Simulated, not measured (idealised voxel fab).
The process module that follows is named voxel ribs on slabs.
Shown is cross-section cut, with a width of 270 nm and square cells of size 5 nm.
Bands, listed from the top down, are how a cross-section gets written in this document; the cross-section itself is a grid of square cells, and a band is one or more rows of them. In this notation a band is specified by the heights of its top and bottom, in that order and in nm, after which its materials appear from left to right, each paired with its width in nm. The word "everywhere" attached to a single material means that material fills the band from edge to edge; the word "air" stands for empty space. Heights are expressed relative to 0, this being the level below which the as-received wafer comprises one material exclusively. The lowest band is unbounded in the downward direction and is denoted as in "z 0 and below". The two numbers in a width such as "30->40" mark its ends across the band: the first belongs to the top row of cells, the second to the bottom row, and from each row to the next the width moves by the same amount. Basically "no change" means that step didn't change any cell in the cross-section. Sealed void inventory: empty space of 8 cells or more with no open way to the top, each as width x height at its distance from the left edge, in nm. If you see something after the settings on a step's line, that's the simulator's own remark about that step. Steps that use a mask can have "overlay nm" on their line. It says how far the mask sat to the right of where it was meant to be. Negative means to the left.
**Steps in the process plan**
1) RECEIVE,material Si
2) DIRECTIONAL_DEP,material SiO2,thk nm 30
3) DIRECTIONAL_DEP,material polySi,thk nm 25
4) MASKED_ETCH,tone cover,mask id RIB,width nm 20,etch materials polySi,depth nm 20,overlay nm 0
5) PATTERN,tone cover,mask id SLAB,material resist,width nm 70,thk nm 20,overlay nm -15
6) DIRECTIONAL_ETCH,etch materials polySi,depth nm 5
7) STRIP,etch materials resist
8) FILL_DEP,material SiO2,thk nm 20
9) CMP,height nm 65
10) DIRECTIONAL_DEP,material TiN,thk nm 10
11) DIRECTIONAL_DEP,material aC,thk nm 10
12) PATTERN,tone cover,mask id HEATER,material resist,width nm 30,thk nm 30,overlay nm 0
13) DIRECTIONAL_ETCH,etch materials aC,depth nm 10
14) STRIP,etch materials resist
15) DIRECTIONAL_ETCH,etch materials TiN,depth nm 10
16) STRIP,etch materials aC
17) CONFORMAL_DEP,material SiO2,thk nm 10
The plan's step 5 overlay nm is the first wafer's value; the wafers differ in this setting and start identical.
**Here's the first of the wafers in cross-section, just as we got it, i.e. after step 1**
    z 0 and below | Si everywhere
    Sealed void inventory: none
**Cross-section, first of several wafers, end of module, after last step 17**
    z 85 to 75 | air 110 / SiO2 50 / air 110
    z 75 to 65 | SiO2 120 / TiN 30 / SiO2 120
    z 65 to 55 | SiO2 everywhere
    z 55 to 35 | SiO2 125 / polySi 20 / SiO2 125
    z 35 to 30 | SiO2 85 / polySi 70 / SiO2 115
    z 30 to 0 | SiO2 everywhere
    z 0 and below | Si everywhere
    Sealed void inventory: none
**Wafer cross-section (last wafer, module end)**
    z 85 to 75 | air 110 / SiO2 50 / air 110
    z 75 to 65 | SiO2 120 / TiN 30 / SiO2 120
    z 65 to 55 | SiO2 everywhere
    z 55 to 35 | SiO2 125 / polySi 20 / SiO2 125
    z 35 to 30 | SiO2 115 / polySi 70 / SiO2 85
    z 30 to 0 | SiO2 everywhere
    z 0 and below | Si everywhere
    Sealed void inventory: none
**Table: wafers, a row each; end-of-module cell change per material since receipt, gain (+), loss (-); then closed voids**
overlay nm -15, +788 SiO2, +12 TiN, +30 polySi, Sealed void inventory: none
overlay nm -10, +788 SiO2, +12 TiN, +30 polySi, Sealed void inventory: none
overlay nm -5, +788 SiO2, +12 TiN, +30 polySi, Sealed void inventory: none
overlay nm 0, +788 SiO2, +12 TiN, +30 polySi, Sealed void inventory: none
overlay nm 5, +788 SiO2, +12 TiN, +30 polySi, Sealed void inventory: none
overlay nm 10, +788 SiO2, +12 TiN, +30 polySi, Sealed void inventory: none
overlay nm 15, +788 SiO2, +12 TiN, +30 polySi, Sealed void inventory: none
